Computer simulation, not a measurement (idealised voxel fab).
You're looking at the process module voxel released beams.
The cross-section on display is named cut; it measures 220 nm wide, and its cells are 5 nm squares.
When this document writes out a cross-section, it uses a grid of square cells and lists it as bands, beginning at the top and moving down, with a band standing for one or more rows of cells.
Quick guide to a band line: top height, bottom height (nm) up front; then every material left to right with its width in nm. Only one material and it's marked "all across"? Then it fills the band edge to edge. And "empty" just means empty space.
Ref level 0: as-received wafer is one material below here. Bottom band extends down with no lower bound ("z 0 and below").
Width spec "30->40" -> top row of cells at first value, bottom row at second value, equal per-row change in between.
"remained unchanged", as given for a step, is the statement that not any cell of the cross-section underwent a change during that step.
Under "Closed-off voids" you'll find the enclosed gaps, the ones with no way out to the top, that are 8 cells or bigger; each reads width x height at distance, with distance counted from the left edge, everything in nm.
Note: text after step settings on the step line = simulator remark on that step.
The setting "overlay nm" may be written on the line of a step. When the step uses a mask, the value reports how far to the right of the planned place the mask lay, and a negative value reports that it lay to the left.
Reading guide: pairs of cross-sections, before and after one process step; after view cut off at lowest changed band; step and settings listed under each pair. Pairs may stem from different runs of this module on the same starting wafer; continuity with the pair above only where the "Ex-ante state" entry states it.

# Ex-ante state
	z 0 and below: Si all across
	Closed-off voids: none

# Post-Step Section View
	z 10 to 0: SiN all across
	Below a height of 0, the structure has not been altered.
	Closed-off voids: none
Here is the step that sits between the two cross-sections above: CONFORMAL_DEP [material SiN] [thk nm 10]

Ex-ante state: same picture as after in the pair right above, so we don't repeat it.

# Post-Step Section View
	z 20 to 10: SiO2 all across
	Below a height of 10, the structure has not been altered.
	Closed-off voids: none
Here is the step that sits between the two cross-sections above: DIRECTIONAL_DEP [material SiO2] [thk nm 10]

Ex-ante state: same picture as after in the pair right above, so we don't repeat it.

# Post-Step Section View
	z 20 to 10: SiO2=55 / empty=35 / SiO2=130
	Below a height of 10, the structure has not been altered.
	Closed-off voids: none
Here is the step that sits between the two cross-sections above: MASKED_ETCH [tone open] [mask id ANCHOR] [width nm 35] [etch materials SiO2] [depth nm 10] [overlay nm 0]

Ex-ante state: same picture as after in the pair right above, so we don't repeat it.

# Post-Step Section View
	z 30 to 20: W=65 / empty=15 / W=140
	z 20 to 10: SiO2=55 / W=35 / SiO2=130
	Below a height of 10, the structure has not been altered.
	Closed-off voids: none
Here is the step that sits between the two cross-sections above: CONFORMAL_DEP [material W] [thk nm 10]

Ex-ante state: same picture as after in the pair right above, so we don't repeat it.

# Post-Step Section View
	z 45 to 35: aC=65 / empty=15 / aC=140
	z 35 to 30: aC all across
	z 30 to 20: W=65 / aC=15 / W=140
	Below a height of 20, the structure has not been altered.
	Closed-off voids: none
Here is the step that sits between the two cross-sections above: DIRECTIONAL_DEP [material aC] [thk nm 15]

Ex-ante state: same picture as after in the pair right above, so we don't repeat it.

# Post-Step Section View
	z 75 to 45: empty=50 / resist=110 / empty=60
	z 45 to 35: aC=65 / resist=15 / aC=140
	Below a height of 35, the structure has not been altered.
	Closed-off voids: none
Here is the step that sits between the two cross-sections above: PATTERN [tone cover] [mask id BEAM] [material resist] [width nm 110] [thk nm 30] [overlay nm 0]

Ex-ante state: same picture as after in the pair right above, so we don't repeat it.

# Post-Step Section View
	z 60 to 45: empty=50 / resist=110 / empty=60
	z 45 to 35: empty=50 / aC=15 / resist=15 / aC=80 / empty=60
	z 35 to 30: empty=50 / aC=110 / empty=60
	Below a height of 30, the structure has not been altered.
	Closed-off voids: none
Here is the step that sits between the two cross-sections above: DIRECTIONAL_ETCH [etch materials aC] [depth nm 15]

Ex-ante state: same picture as after in the pair right above, so we don't repeat it.

# Post-Step Section View
	z 45 to 35: empty=50 / aC=15 / empty=15 / aC=80 / empty=60
	Below a height of 35, the structure has not been altered.
	Closed-off voids: none
Here is the step that sits between the two cross-sections above: STRIP [etch materials resist]

Ex-ante state: same picture as after in the pair right above, so we don't repeat it.

# Post-Step Section View
	z 45 to 35: empty=50 / aC=15 / empty=15 / aC=80 / empty=60
	z 35 to 30: empty=50 / aC=110 / empty=60
	z 30 to 20: empty=50 / W=15 / aC=15 / W=80 / empty=60
	Below a height of 20, the structure has not been altered.
	Closed-off voids: none
Here is the step that sits between the two cross-sections above: DIRECTIONAL_ETCH [etch materials W] [depth nm 10]

Ex-ante state: same picture as after in the pair right above, so we don't repeat it.

# Post-Step Section View
	z 30 to 20: empty=50 / W=15 / empty=15 / W=80 / empty=60
	Below a height of 20, the structure has not been altered.
	Closed-off voids: none
Here is the step that sits between the two cross-sections above: STRIP [etch materials aC]

Ex-ante state: same picture as after in the pair right above, so we don't repeat it.

# Post-Step Section View
	z 30 to 20: empty=50 / W=15 / empty=15 / W=80 / empty=60
	z 20 to 10: empty=55 / W=35 / empty=130
	Below a height of 10, the structure has not been altered.
	Closed-off voids: none
Here is the step that sits between the two cross-sections above: STRIP [etch materials SiO2]

# Ex-ante state
	z 0 and below: Si all across
	Closed-off voids: none

# Post-Step Section View
	z 10 to 0: SiO2 all across
	Below a height of 0, the structure has not been altered.
	Closed-off voids: none
Here is the step that sits between the two cross-sections above: DIRECTIONAL_DEP [material SiO2] [thk nm 10]

Ex-ante state: same picture as after in the pair right above, so we don't repeat it.

# Post-Step Section View
	z 10 to 0: SiO2=55 / empty=35 / SiO2=130
	Below a height of 0, the structure has not been altered.
	Closed-off voids: none
Here is the step that sits between the two cross-sections above: MASKED_ETCH [tone open] [mask id ANCHOR] [width nm 35] [etch materials SiO2] [depth nm 10] [overlay nm 0]

Ex-ante state: same picture as after in the pair right above, so we don't repeat it.

# Post-Step Section View
	z 20 to 10: W=65 / empty=15 / W=140
	z 10 to 0: SiO2=55 / W=35 / SiO2=130
	Below a height of 0, the structure has not been altered.
	Closed-off voids: none
Here is the step that sits between the two cross-sections above: CONFORMAL_DEP [material W] [thk nm 10]

Ex-ante state: same picture as after in the pair right above, so we don't repeat it.

# Post-Step Section View
	z 35 to 25: aC=65 / empty=15 / aC=140
	z 25 to 20: aC all across
	z 20 to 10: W=65 / aC=15 / W=140
	Below a height of 10, the structure has not been altered.
	Closed-off voids: none
Here is the step that sits between the two cross-sections above: DIRECTIONAL_DEP [material aC] [thk nm 15]

Ex-ante state: same picture as after in the pair right above, so we don't repeat it.

# Post-Step Section View
	z 65 to 35: empty=50 / resist=110 / empty=60
	z 35 to 25: aC=65 / resist=15 / aC=140
	Below a height of 25, the structure has not been altered.
	Closed-off voids: none
Here is the step that sits between the two cross-sections above: PATTERN [tone cover] [mask id BEAM] [material resist] [width nm 110] [thk nm 30] [overlay nm 0]

Ex-ante state: same picture as after in the pair right above, so we don't repeat it.

# Post-Step Section View
	z 50 to 35: empty=50 / resist=110 / empty=60
	z 35 to 25: empty=50 / aC=15 / resist=15 / aC=80 / empty=60
	z 25 to 20: empty=50 / aC=110 / empty=60
	Below a height of 20, the structure has not been altered.
	Closed-off voids: none
Here is the step that sits between the two cross-sections above: DIRECTIONAL_ETCH [etch materials aC] [depth nm 15]

Ex-ante state: same picture as after in the pair right above, so we don't repeat it.

# Post-Step Section View
	z 35 to 25: empty=50 / aC=15 / empty=15 / aC=80 / empty=60
	Below a height of 25, the structure has not been altered.
	Closed-off voids: none
Here is the step that sits between the two cross-sections above: STRIP [etch materials resist]

Ex-ante state: same picture as after in the pair right above, so we don't repeat it.

# Post-Step Section View
	z 35 to 25: empty=50 / aC=15 / empty=15 / aC=80 / empty=60
	z 25 to 20: empty=50 / aC=110 / empty=60
	z 20 to 10: empty=50 / W=15 / aC=15 / W=80 / empty=60
	Below a height of 10, the structure has not been altered.
	Closed-off voids: none
Here is the step that sits between the two cross-sections above: DIRECTIONAL_ETCH [etch materials W] [depth nm 10]

Ex-ante state: same picture as after in the pair right above, so we don't repeat it.

# Post-Step Section View
	z 20 to 10: empty=50 / W=15 / empty=15 / W=80 / empty=60
	Below a height of 10, the structure has not been altered.
	Closed-off voids: none
Here is the step that sits between the two cross-sections above: STRIP [etch materials aC]

Ex-ante state: same picture as after in the pair right above, so we don't repeat it.

# Post-Step Section View
	z 20 to 10: empty=50 / W=15 / empty=15 / W=80 / empty=60
	z 10 to 0: empty=55 / W=35 / empty=130
	Below a height of 0, the structure has not been altered.
	Closed-off voids: none
Here is the step that sits between the two cross-sections above: STRIP [etch materials SiO2]

# Ex-ante state
	z 10 to 0: SiO2 all across
	z 0 and below: Si all across
	Closed-off voids: none

# Post-Step Section View
	z 20 to 10: SiN all across
	Below a height of 10, the structure has not been altered.
	Closed-off voids: none
Here is the step that sits between the two cross-sections above: CONFORMAL_DEP [material SiN] [thk nm 10]

Ex-ante state: same picture as after in the pair right above, so we don't repeat it.

# Post-Step Section View
	z 30 to 20: W all across
	Below a height of 20, the structure has not been altered.
	Closed-off voids: none
Here is the step that sits between the two cross-sections above: CONFORMAL_DEP [material W] [thk nm 10]

Ex-ante state: same picture as after in the pair right above, so we don't repeat it.

# Post-Step Section View
	z 45 to 30: aC all across
	Below a height of 30, the structure has not been altered.
	Closed-off voids: none
Here is the step that sits between the two cross-sections above: DIRECTIONAL_DEP [material aC] [thk nm 15]

Ex-ante state: same picture as after in the pair right above, so we don't repeat it.

# Post-Step Section View
	z 75 to 45: empty=50 / resist=110 / empty=60
	Below a height of 45, the structure has not been altered.
	Closed-off voids: none
Here is the step that sits between the two cross-sections above: PATTERN [tone cover] [mask id BEAM] [material resist] [width nm 110] [thk nm 30] [overlay nm 0]

Ex-ante state: same picture as after in the pair right above, so we don't repeat it.

# Post-Step Section View
	z 60 to 45: empty=50 / resist=110 / empty=60
	z 45 to 30: empty=50 / aC=110 / empty=60
	Below a height of 30, the structure has not been altered.
	Closed-off voids: none
Here is the step that sits between the two cross-sections above: DIRECTIONAL_ETCH [etch materials aC] [depth nm 15]

Ex-ante state: same picture as after in the pair right above, so we don't repeat it.

# Post-Step Section View
	z 45 to 30: empty=50 / aC=110 / empty=60
	Below a height of 30, the structure has not been altered.
	Closed-off voids: none
Here is the step that sits between the two cross-sections above: STRIP [etch materials resist]

Ex-ante state: same picture as after in the pair right above, so we don't repeat it.

# Post-Step Section View
	z 45 to 30: empty=50 / aC=110 / empty=60
	z 30 to 20: empty=50 / W=110 / empty=60
	Below a height of 20, the structure has not been altered.
	Closed-off voids: none
Here is the step that sits between the two cross-sections above: DIRECTIONAL_ETCH [etch materials W] [depth nm 10]

Ex-ante state: same picture as after in the pair right above, so we don't repeat it.

# Post-Step Section View
	z 30 to 20: empty=50 / W=110 / empty=60
	Below a height of 20, the structure has not been altered.
	Closed-off voids: none
Here is the step that sits between the two cross-sections above: STRIP [etch materials aC]

# Ex-ante state
	z 0 and below: Si all across
	Closed-off voids: none

# Post-Step Section View
	z 15 to 0: SiN all across
	Below a height of 0, the structure has not been altered.
	Closed-off voids: none
Here is the step that sits between the two cross-sections above: CONFORMAL_DEP [material SiN] [thk nm 15]

Ex-ante state: same picture as after in the pair right above, so we don't repeat it.

# Post-Step Section View
	z 25 to 15: SiO2 all across
	Below a height of 15, the structure has not been altered.
	Closed-off voids: none
Here is the step that sits between the two cross-sections above: DIRECTIONAL_DEP [material SiO2] [thk nm 10]

Ex-ante state: same picture as after in the pair right above, so we don't repeat it.

# Post-Step Section View
	z 25 to 15: SiO2=55 / empty=35 / SiO2=130
	Below a height of 15, the structure has not been altered.
	Closed-off voids: none
Here is the step that sits between the two cross-sections above: MASKED_ETCH [tone open] [mask id ANCHOR] [width nm 35] [etch materials SiO2] [depth nm 10] [overlay nm 0]

Ex-ante state: same picture as after in the pair right above, so we don't repeat it.

# Post-Step Section View
	z 35 to 25: W=65 / empty=15 / W=140
	z 25 to 15: SiO2=55 / W=35 / SiO2=130
	Below a height of 15, the structure has not been altered.
	Closed-off voids: none
Here is the step that sits between the two cross-sections above: CONFORMAL_DEP [material W] [thk nm 10]

Ex-ante state: same picture as after in the pair right above, so we don't repeat it.

# Post-Step Section View
	z 50 to 40: aC=65 / empty=15 / aC=140
	z 40 to 35: aC all across
	z 35 to 25: W=65 / aC=15 / W=140
	Below a height of 25, the structure has not been altered.
	Closed-off voids: none
Here is the step that sits between the two cross-sections above: DIRECTIONAL_DEP [material aC] [thk nm 15]

Ex-ante state: same picture as after in the pair right above, so we don't repeat it.

# Post-Step Section View
	z 80 to 50: empty=50 / resist=110 / empty=60
	z 50 to 40: aC=65 / resist=15 / aC=140
	Below a height of 40, the structure has not been altered.
	Closed-off voids: none
Here is the step that sits between the two cross-sections above: PATTERN [tone cover] [mask id BEAM] [material resist] [width nm 110] [thk nm 30] [overlay nm 0]

Ex-ante state: same picture as after in the pair right above, so we don't repeat it.

# Post-Step Section View
	z 65 to 50: empty=50 / resist=110 / empty=60
	z 50 to 40: empty=50 / aC=15 / resist=15 / aC=80 / empty=60
	z 40 to 35: empty=50 / aC=110 / empty=60
	Below a height of 35, the structure has not been altered.
	Closed-off voids: none
Here is the step that sits between the two cross-sections above: DIRECTIONAL_ETCH [etch materials aC] [depth nm 15]

Ex-ante state: same picture as after in the pair right above, so we don't repeat it.

# Post-Step Section View
	z 50 to 40: empty=50 / aC=15 / empty=15 / aC=80 / empty=60
	Below a height of 40, the structure has not been altered.
	Closed-off voids: none
Here is the step that sits between the two cross-sections above: STRIP [etch materials resist]

Ex-ante state: same picture as after in the pair right above, so we don't repeat it.

# Post-Step Section View
	z 50 to 40: empty=50 / aC=15 / empty=15 / aC=80 / empty=60
	z 40 to 35: empty=50 / aC=110 / empty=60
	z 35 to 25: empty=50 / W=15 / aC=15 / W=80 / empty=60
	Below a height of 25, the structure has not been altered.
	Closed-off voids: none
Here is the step that sits between the two cross-sections above: DIRECTIONAL_ETCH [etch materials W] [depth nm 10]

Ex-ante state: same picture as after in the pair right above, so we don't repeat it.

# Post-Step Section View
	z 35 to 25: empty=50 / W=15 / empty=15 / W=80 / empty=60
	Below a height of 25, the structure has not been altered.
	Closed-off voids: none
Here is the step that sits between the two cross-sections above: STRIP [etch materials aC]

Ex-ante state: same picture as after in the pair right above, so we don't repeat it.

# Post-Step Section View
	z 35 to 25: empty=50 / W=15 / empty=15 / W=80 / empty=60
	z 25 to 15: empty=55 / W=35 / empty=130
	Below a height of 15, the structure has not been altered.
	Closed-off voids: none
Here is the step that sits between the two cross-sections above: STRIP [etch materials SiO2]

# Ex-ante state
	z 20 to 10: SiO2 all across
	z 10 to 0: SiN all across
	z 0 and below: Si all across
	Closed-off voids: none

# Post-Step Section View
	z 20 to 10: SiO2=55 / empty=40 / SiO2=125
	Below a height of 10, the structure has not been altered.
	Closed-off voids: none
Here is the step that sits between the two cross-sections above: MASKED_ETCH [tone open] [mask id ANCHOR] [width nm 40] [etch materials SiO2] [depth nm 10] [overlay nm 0]

Ex-ante state: same picture as after in the pair right above, so we don't repeat it.

# Post-Step Section View
	z 30 to 20: W=65 / empty=20 / W=135
	z 20 to 10: SiO2=55 / W=40 / SiO2=125
	Below a height of 10, the structure has not been altered.
	Closed-off voids: none
Here is the step that sits between the two cross-sections above: CONFORMAL_DEP [material W] [thk nm 10]

Ex-ante state: same picture as after in the pair right above, so we don't repeat it.

# Post-Step Section View
	z 45 to 35: aC=65 / empty=20 / aC=135
	z 35 to 30: aC all across
	z 30 to 20: W=65 / aC=20 / W=135
	Below a height of 20, the structure has not been altered.
	Closed-off voids: none
Here is the step that sits between the two cross-sections above: DIRECTIONAL_DEP [material aC] [thk nm 15]

Ex-ante state: same picture as after in the pair right above, so we don't repeat it.

# Post-Step Section View
	z 75 to 45: empty=50 / resist=110 / empty=60
	z 45 to 35: aC=65 / resist=20 / aC=135
	Below a height of 35, the structure has not been altered.
	Closed-off voids: none
Here is the step that sits between the two cross-sections above: PATTERN [tone cover] [mask id BEAM] [material resist] [width nm 110] [thk nm 30] [overlay nm 0]

Ex-ante state: same picture as after in the pair right above, so we don't repeat it.

# Post-Step Section View
	z 60 to 45: empty=50 / resist=110 / empty=60
	z 45 to 35: empty=50 / aC=15 / resist=20 / aC=75 / empty=60
	z 35 to 30: empty=50 / aC=110 / empty=60
	Below a height of 30, the structure has not been altered.
	Closed-off voids: none
Here is the step that sits between the two cross-sections above: DIRECTIONAL_ETCH [etch materials aC] [depth nm 15]

Ex-ante state: same picture as after in the pair right above, so we don't repeat it.

# Post-Step Section View
	z 45 to 35: empty=50 / aC=15 / empty=20 / aC=75 / empty=60
	Below a height of 35, the structure has not been altered.
	Closed-off voids: none
Here is the step that sits between the two cross-sections above: STRIP [etch materials resist]

Ex-ante state: same picture as after in the pair right above, so we don't repeat it.

# Post-Step Section View
	z 45 to 35: empty=50 / aC=15 / empty=20 / aC=75 / empty=60
	z 35 to 30: empty=50 / aC=110 / empty=60
	z 30 to 20: empty=50 / W=15 / aC=20 / W=75 / empty=60
	Below a height of 20, the structure has not been altered.
	Closed-off voids: none
Here is the step that sits between the two cross-sections above: DIRECTIONAL_ETCH [etch materials W] [depth nm 10]

Ex-ante state: same picture as after in the pair right above, so we don't repeat it.

# Post-Step Section View
	z 30 to 20: empty=50 / W=15 / empty=20 / W=75 / empty=60
	Below a height of 20, the structure has not been altered.
	Closed-off voids: none
Here is the step that sits between the two cross-sections above: STRIP [etch materials aC]

Ex-ante state: same picture as after in the pair right above, so we don't repeat it.

# Post-Step Section View
	z 30 to 20: empty=50 / W=15 / empty=20 / W=75 / empty=60
	z 20 to 10: empty=55 / W=40 / empty=125
	Below a height of 10, the structure has not been altered.
	Closed-off voids: none
Here is the step that sits between the two cross-sections above: STRIP [etch materials SiO2]

# Ex-ante state
	z 20 to 10: SiO2 all across
	z 10 to 0: SiN all across
	z 0 and below: Si all across
	Closed-off voids: none

# Post-Step Section View
	z 20 to 10: SiO2=50 / empty=35 / SiO2=135
	Below a height of 10, the structure has not been altered.
	Closed-off voids: none
Here is the step that sits between the two cross-sections above: MASKED_ETCH [tone open] [mask id ANCHOR] [width nm 35] [etch materials SiO2] [depth nm 10] [overlay nm -5]

Ex-ante state: same picture as after in the pair right above, so we don't repeat it.

# Post-Step Section View
	z 30 to 20: W=60 / empty=15 / W=145
	z 20 to 10: SiO2=50 / W=35 / SiO2=135
	Below a height of 10, the structure has not been altered.
	Closed-off voids: none
Here is the step that sits between the two cross-sections above: CONFORMAL_DEP [material W] [thk nm 10]

Ex-ante state: same picture as after in the pair right above, so we don't repeat it.

# Post-Step Section View
	z 45 to 35: aC=60 / empty=15 / aC=145
	z 35 to 30: aC all across
	z 30 to 20: W=60 / aC=15 / W=145
	Below a height of 20, the structure has not been altered.
	Closed-off voids: none
Here is the step that sits between the two cross-sections above: DIRECTIONAL_DEP [material aC] [thk nm 15]

Ex-ante state: same picture as after in the pair right above, so we don't repeat it.

# Post-Step Section View
	z 75 to 45: empty=50 / resist=110 / empty=60
	z 45 to 35: aC=60 / resist=15 / aC=145
	Below a height of 35, the structure has not been altered.
	Closed-off voids: none
Here is the step that sits between the two cross-sections above: PATTERN [tone cover] [mask id BEAM] [material resist] [width nm 110] [thk nm 30] [overlay nm 0]

Ex-ante state: same picture as after in the pair right above, so we don't repeat it.

# Post-Step Section View
	z 60 to 45: empty=50 / resist=110 / empty=60
	z 45 to 35: empty=50 / aC=10 / resist=15 / aC=85 / empty=60
	z 35 to 30: empty=50 / aC=110 / empty=60
	Below a height of 30, the structure has not been altered.
	Closed-off voids: none
Here is the step that sits between the two cross-sections above: DIRECTIONAL_ETCH [etch materials aC] [depth nm 15]

Ex-ante state: same picture as after in the pair right above, so we don't repeat it.

# Post-Step Section View
	z 45 to 35: empty=50 / aC=10 / empty=15 / aC=85 / empty=60
	Below a height of 35, the structure has not been altered.
	Closed-off voids: none
Here is the step that sits between the two cross-sections above: STRIP [etch materials resist]

Ex-ante state: same picture as after in the pair right above, so we don't repeat it.

# Post-Step Section View
	z 45 to 35: empty=50 / aC=10 / empty=15 / aC=85 / empty=60
	z 35 to 30: empty=50 / aC=110 / empty=60
	z 30 to 20: empty=50 / W=10 / aC=15 / W=85 / empty=60
	Below a height of 20, the structure has not been altered.
	Closed-off voids: none
Here is the step that sits between the two cross-sections above: DIRECTIONAL_ETCH [etch materials W] [depth nm 10]

Ex-ante state: same picture as after in the pair right above, so we don't repeat it.

# Post-Step Section View
	z 30 to 20: empty=50 / W=10 / empty=15 / W=85 / empty=60
	Below a height of 20, the structure has not been altered.
	Closed-off voids: none
Here is the step that sits between the two cross-sections above: STRIP [etch materials aC]

Ex-ante state: same picture as after in the pair right above, so we don't repeat it.

# Post-Step Section View
	z 30 to 20: empty=50 / W=10 / empty=15 / W=85 / empty=60
	z 20 to 10: empty=50 / W=35 / empty=135
	Below a height of 10, the structure has not been altered.
	Closed-off voids: none
Here is the step that sits between the two cross-sections above: STRIP [etch materials SiO2]

# Ex-ante state
	z 0 and below: Si all across
	Closed-off voids: none

# Post-Step Section View
	z 10 to 0: aC all across
	Below a height of 0, the structure has not been altered.
	Closed-off voids: none
Here is the step that sits between the two cross-sections above: CONFORMAL_DEP [material aC] [thk nm 10]

Ex-ante state: same picture as after in the pair right above, so we don't repeat it.

# Post-Step Section View
	z 20 to 10: SiO2 all across
	Below a height of 10, the structure has not been altered.
	Closed-off voids: none
Here is the step that sits between the two cross-sections above: DIRECTIONAL_DEP [material SiO2] [thk nm 10]

Ex-ante state: same picture as after in the pair right above, so we don't repeat it.

# Post-Step Section View
	z 20 to 10: SiO2=55 / empty=35 / SiO2=130
	Below a height of 10, the structure has not been altered.
	Closed-off voids: none
Here is the step that sits between the two cross-sections above: MASKED_ETCH [tone open] [mask id ANCHOR] [width nm 35] [etch materials SiO2] [depth nm 10] [overlay nm 0]

Ex-ante state: same picture as after in the pair right above, so we don't repeat it.

# Post-Step Section View
	z 30 to 20: W=65 / empty=15 / W=140
	z 20 to 10: SiO2=55 / W=35 / SiO2=130
	Below a height of 10, the structure has not been altered.
	Closed-off voids: none
Here is the step that sits between the two cross-sections above: CONFORMAL_DEP [material W] [thk nm 10]

Ex-ante state: same picture as after in the pair right above, so we don't repeat it.

# Post-Step Section View
	z 45 to 35: aC=65 / empty=15 / aC=140
	z 35 to 30: aC all across
	z 30 to 20: W=65 / aC=15 / W=140
	Below a height of 20, the structure has not been altered.
	Closed-off voids: none
Here is the step that sits between the two cross-sections above: DIRECTIONAL_DEP [material aC] [thk nm 15]

Ex-ante state: same picture as after in the pair right above, so we don't repeat it.

# Post-Step Section View
	z 75 to 45: empty=50 / resist=110 / empty=60
	z 45 to 35: aC=65 / resist=15 / aC=140
	Below a height of 35, the structure has not been altered.
	Closed-off voids: none
Here is the step that sits between the two cross-sections above: PATTERN [tone cover] [mask id BEAM] [material resist] [width nm 110] [thk nm 30] [overlay nm 0]

Ex-ante state: same picture as after in the pair right above, so we don't repeat it.

# Post-Step Section View
	z 60 to 45: empty=50 / resist=110 / empty=60
	z 45 to 35: empty=50 / aC=15 / resist=15 / aC=80 / empty=60
	z 35 to 30: empty=50 / aC=110 / empty=60
	Below a height of 30, the structure has not been altered.
	Closed-off voids: none
Here is the step that sits between the two cross-sections above: DIRECTIONAL_ETCH [etch materials aC] [depth nm 15]

Ex-ante state: same picture as after in the pair right above, so we don't repeat it.

# Post-Step Section View
	z 45 to 35: empty=50 / aC=15 / empty=15 / aC=80 / empty=60
	Below a height of 35, the structure has not been altered.
	Closed-off voids: none
Here is the step that sits between the two cross-sections above: STRIP [etch materials resist]

Ex-ante state: same picture as after in the pair right above, so we don't repeat it.

# Post-Step Section View
	z 45 to 35: empty=50 / aC=15 / empty=15 / aC=80 / empty=60
	z 35 to 30: empty=50 / aC=110 / empty=60
	z 30 to 20: empty=50 / W=15 / aC=15 / W=80 / empty=60
	Below a height of 20, the structure has not been altered.
	Closed-off voids: none
Here is the step that sits between the two cross-sections above: DIRECTIONAL_ETCH [etch materials W] [depth nm 10]

Ex-ante state: same picture as after in the pair right above, so we don't repeat it.

# Post-Step Section View
	z 30 to 20: empty=50 / W=15 / empty=15 / W=80 / empty=60
	Below a height of 20, the structure has not been altered.
	Closed-off voids: none
Here is the step that sits between the two cross-sections above: STRIP [etch materials aC]

Ex-ante state: same picture as after in the pair right above, so we don't repeat it.

# Post-Step Section View
	z 30 to 20: empty=50 / W=15 / empty=15 / W=80 / empty=60
	z 20 to 10: empty=55 / W=35 / empty=130
	Below a height of 10, the structure has not been altered.
	Closed-off voids: none
Here is the step that sits between the two cross-sections above: STRIP [etch materials SiO2]

# Ex-ante state
	z 20 to 10: SiO2 all across
	z 10 to 0: SiN all across
	z 0 and below: Si all across
	Closed-off voids: none

# Post-Step Section View
	z 20 to 10: empty=55 / SiO2=35 / empty=130
	Below a height of 10, the structure has not been altered.
	Closed-off voids: none
Here is the step that sits between the two cross-sections above: MASKED_ETCH [tone cover] [mask id ANCHOR] [width nm 35] [etch materials SiO2] [depth nm 10] [overlay nm 0]

Ex-ante state: same picture as after in the pair right above, so we don't repeat it.

# Post-Step Section View
	z 30 to 20: empty=45 / W=55 / empty=120
	z 20 to 10: W=55 / SiO2=35 / W=130
	Below a height of 10, the structure has not been altered.
	Closed-off voids: none
Here is the step that sits between the two cross-sections above: CONFORMAL_DEP [material W] [thk nm 10]

Ex-ante state: same picture as after in the pair right above, so we don't repeat it.

# Post-Step Section View
	z 45 to 35: empty=45 / aC=55 / empty=120
	z 35 to 30: aC all across
	z 30 to 20: aC=45 / W=55 / aC=120
	Below a height of 20, the structure has not been altered.
	Closed-off voids: none
Here is the step that sits between the two cross-sections above: DIRECTIONAL_DEP [material aC] [thk nm 15]

Ex-ante state: same picture as after in the pair right above, so we don't repeat it.

# Post-Step Section View
	z 75 to 45: empty=50 / resist=110 / empty=60
	z 45 to 35: empty=45 / aC=55 / resist=60 / empty=60
	Below a height of 35, the structure has not been altered.
	Closed-off voids: none
Here is the step that sits between the two cross-sections above: PATTERN [tone cover] [mask id BEAM] [material resist] [width nm 110] [thk nm 30] [overlay nm 0]

Ex-ante state: same picture as after in the pair right above, so we don't repeat it.

# Post-Step Section View
	z 60 to 45: empty=50 / resist=110 / empty=60
	z 45 to 35: empty=50 / aC=50 / resist=60 / empty=60
	z 35 to 30: empty=50 / aC=110 / empty=60
	z 30 to 20: empty=45 / W=55 / aC=60 / empty=60
	Below a height of 20, the structure has not been altered.
	Closed-off voids: none
Here is the step that sits between the two cross-sections above: DIRECTIONAL_ETCH [etch materials aC] [depth nm 15]

Ex-ante state: same picture as after in the pair right above, so we don't repeat it.

# Post-Step Section View
	z 45 to 35: empty=50 / aC=50 / empty=120
	Below a height of 35, the structure has not been altered.
	Closed-off voids: none
Here is the step that sits between the two cross-sections above: STRIP [etch materials resist]

Ex-ante state: same picture as after in the pair right above, so we don't repeat it.

# Post-Step Section View
	z 45 to 35: empty=50 / aC=50 / empty=120
	z 35 to 30: empty=50 / aC=110 / empty=60
	z 30 to 20: empty=50 / W=50 / aC=60 / empty=60
	z 20 to 10: empty=45 / W=10 / SiO2=35 / W=70 / empty=60
	Below a height of 10, the structure has not been altered.
	Closed-off voids: none
Here is the step that sits between the two cross-sections above: DIRECTIONAL_ETCH [etch materials W] [depth nm 10]

Ex-ante state: same picture as after in the pair right above, so we don't repeat it.

# Post-Step Section View
	z 30 to 20: empty=50 / W=50 / empty=120
	Below a height of 20, the structure has not been altered.
	Closed-off voids: none
Here is the step that sits between the two cross-sections above: STRIP [etch materials aC]
